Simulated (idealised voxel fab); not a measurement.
Process module name: voxel ribs on slabs
Displayed cross-section: cut, width of 190 nm, square cells sized 5 nm.
A cross-section is written here as square cells arranged in a grid, and it is given in bands from the top down, each band taking up one or more rows of cells.
Read a band's entry like this: the first values are the height of its top and the height of its bottom in nm, and what follows is the sequence of materials from left to right, each with its width in nm. Note that "blank" is empty space, and that a single material marked "edge to edge" reaches across the band from edge to edge.
Height datum 0, below which the as-received substrate wafer is one material. Lowest band open at the bottom, running downward: "0..down".
Graded width ("30 to 40"): value in top row of band = first number; value in bottom row = second number; row-to-row change constant.
Step note "no change occurred" = no cross-section cell changed.
In the "Cavities, sealed" entry, you get each enclosed empty space of 8 cells or more, one with no open way to the top, written width x height at distance, distance from the left edge, in nm.
That trailing text on a step's line, after the settings, is the simulator's own remark on the step.
A step line may carry the setting "overlay nm", which, for steps involving a mask, states the distance by which the mask lay to the right of its intended position; negative values denote displacement to the left.
This section lists the process steps that were planned:
1,RECEIVE with material Si
2,DIRECTIONAL_DEP with material SiO2, thk nm 20
3,DIRECTIONAL_DEP with material SiN, thk nm 25
4,PATTERN with tone cover, mask id RIB, material resist, width nm 20, thk nm 15, overlay nm 0
5,DIRECTIONAL_ETCH with etch materials SiN, depth nm 10
6,STRIP with etch materials resist
7,PATTERN with tone cover, mask id SLAB, material resist, width nm 70, thk nm 20, overlay nm 0
8,DIRECTIONAL_ETCH with etch materials SiN, depth nm 15
9,STRIP with etch materials resist
10,FILL_DEP with material SiO2, thk nm 25
11,CMP with height nm 60
12,DIRECTIONAL_DEP with material TiN, thk nm 5
13,DIRECTIONAL_DEP with material aC, thk nm 15
14,PATTERN with tone cover, mask id HEATER, material resist, width nm 30, thk nm 30, overlay nm 0
15,DIRECTIONAL_ETCH with etch materials aC, depth nm 15
16,STRIP with etch materials resist
17,DIRECTIONAL_ETCH with etch materials TiN, depth nm 5
18,STRIP with etch materials aC
19,CONFORMAL_DEP with material SiO2, thk nm 10
Cross-section: wafer on arrival = after step 1:
    0..down = Si edge to edge
    Cavities, sealed: none
Here's the cross-section of the first of our two wafers at the end of the module - it ran as planned:
    75..70 = blank: 70, SiO2: 50, blank: 70
    70..65 = SiO2 edge to edge
    65..60 = SiO2: 80, TiN: 30, SiO2: 80
    60..45 = SiO2 edge to edge
    45..35 = SiO2: 85, SiN: 20, SiO2: 85
    35..20 = SiO2: 60, SiN: 70, SiO2: 60
    20..0 = SiO2 edge to edge
    0..down = Si edge to edge
    Cavities, sealed: none
Cross-sectional image of the second wafer of the two following completion of the module. Starting state and process plan were the same as for the first wafer; one execution error occurred:
    75..70 = blank: 70, SiO2: 50, blank: 70
    70..65 = SiO2 edge to edge
    65..60 = SiO2: 80, TiN: 30, SiO2: 80
    60..55 = SiO2: 85, SiN: 20, SiO2: 85
    55..40 = SiO2: 60, SiN: 70, SiO2: 60
    40..0 = SiO2 edge to edge
    0..down = Si edge to edge
    Cavities, sealed: none
Diagnosis: twice over, step 2 of the plan was run
Heads up, by the end the second wafer has more or fewer cells of some materials compared to the first: SiN: 4 fewer, SiO2: 4 more
